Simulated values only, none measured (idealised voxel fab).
You're looking at the process module voxel tone inversion.
cross-section cut | 175 nm wide | cells 5 nm
A cross-section is written here as square cells arranged in a grid, and it is given in bands from the top down, each band taking up one or more rows of cells.
First you get the band's top height and its bottom height, in nm, and then the materials it's made of, left to right, with each width in nm. If you see a single material with "all across", that one covers the band edge to edge. "air" is empty space.
For the purposes of this specification, 0 denotes the height below which the wafer in its as-received condition is composed wholly of one material, and the lowermost band, lacking a lower limit, extends downward without end, as expressed in "0 -> down".
A width such as "30 to 40" changes by the same amount from each row of cells to the next, from the band's top row to its bottom row.
A step reported as "no modifications" is a step in which no cell of the cross-section changed.
Entry "Closed void inventory" = empty spaces >= 8 cells with no open way to the top; each as width x height at distance, distance from left edge, all nm.
after a step's settings: what the simulator itself notes on the step
overlay nm, on a step with a mask: how far to the right of its planned place the mask lay; to the left if negative
**Steps planned for the process**
step 1: RECEIVE (material Si)
step 2: CONFORMAL_DEP (material SiCN; thk nm 5)
step 3: DIRECTIONAL_DEP (material polySi; thk nm 25)
step 4: PATTERN (tone cover; mask id POSTS; material resist; width nm 25; pitch nm 45; thk nm 30; overlay nm 0)
step 5: DIRECTIONAL_ETCH (etch materials polySi; depth nm 25)
step 6: STRIP (etch materials resist)
step 7: FILL_DEP (material lowk; thk nm 5)
step 8: CMP (height nm 35)
step 9: STRIP (etch materials polySi)
Where the wafers of this document differ is in the thk nm of step 2; they start out the same, and the plan states the value that applied to the first wafer.
**As received, i.e. after step 1: cross-section through the first of several wafers**
0 -> down: Si all across
Closed void inventory: none
**Row per wafer, end-of-module: cell gain (+)/loss (-) by material since the wafer came in, then closed voids**
thk nm 5, +35 SiCN, +135 lowk, +75 polySi, Closed void inventory: none
thk nm 10, +70 SiCN, +100 lowk, Closed void inventory: none
thk nm 15, +105 SiCN, +80 lowk, Closed void inventory: none
thk nm 20, +140 SiCN, +60 lowk, Closed void inventory: none
thk nm 25, +175 SiCN, +40 lowk, Closed void inventory: none
